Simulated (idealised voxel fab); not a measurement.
The process module that follows is named voxel fin reveal.
The cross-section on display is named cut; it measures 295 nm wide, and its cells are 5 nm squares.
Just so we're on the same page, the cross-sections are grids of square cells, and they're listed out in bands top to bottom, each band one or more rows deep.
What a band's entry tells you: where the top is and where the bottom is, as heights in nm, and after that what lies inside, material by material from left to right, each with its width in nm. Empty space is written as the word "empty", and a single material marked with the word "throughout" occupies the band from edge to edge.
The level at which height equals 0 is the one under which the wafer, as it arrives, is entirely one material. No lower edge exists for the bottom band, which continues downward and is notated as in "0 -> down".
Note: "30..40" means the width goes from the first number (top row of the band) to the second number (bottom row) in equal steps per row of cells.
"no modification" (step): cross-section cells unchanged, all of them.
Reported under the label "Voids, enclosed" are the empty spaces having no open way to the top and comprising 8 cells or more; the notation for each is width x height at distance, in which the distance is measured from the left edge and all three values are in nm.
Heads up: the bit after the settings on a step's line is the simulator's remark on that step.
The optional step-line setting "overlay nm" applies to steps with a mask and quantifies how far to the right of its planned location the mask lay, a negative value indicating leftward placement.
### Planned process steps
1) RECEIVE | material Si
2) CONFORMAL_DEP | material SiN | thk nm 5
3) PATTERN | tone cover | mask id FINS | material resist | width nm 15 | pitch nm 35 | thk nm 15 | overlay nm 0
4) DIRECTIONAL_ETCH | etch materials SiN | depth nm 5
5) DIRECTIONAL_ETCH | etch materials Si | depth nm 40
6) STRIP | etch materials resist
7) OXIDIZE | depth nm 5
8) FILL_DEP | material SiO2 | thk nm 5
9) CMP | height nm 5
10) SELECTIVE_ETCH | etch materials SiO2 | depth nm 20
11) STRIP | etch materials SiN
12) CONFORMAL_DEP | material SiO2 | thk nm 5
### Cross-section of the wafer at receipt, which is the condition after step 1
  0 -> down  Si throughout
  Voids, enclosed: none
### Starting structure and process plan are as shown above, but one mistake was made in running the module; the wafer cross-section at the end of the module follows
  5 -> 0  empty=120 | SiO2=15 | empty=20 | SiO2=15 | empty=125
  0 -> -20  empty=120 | SiO2=5 | Si=5 | SiO2=5 | empty=20 | SiO2=5 | Si=5 | SiO2=5 | empty=125
  -20 -> -45  SiO2=125 | Si=5 | SiO2=30 | Si=5 | SiO2=130
  -45 -> down  Si throughout
  Voids, enclosed: none
Against the plan, the run slipped here: so step 10 ended up running with a different setting than we planned, it ran as SELECTIVE_ETCH | etch materials SiO2 | depth nm 30
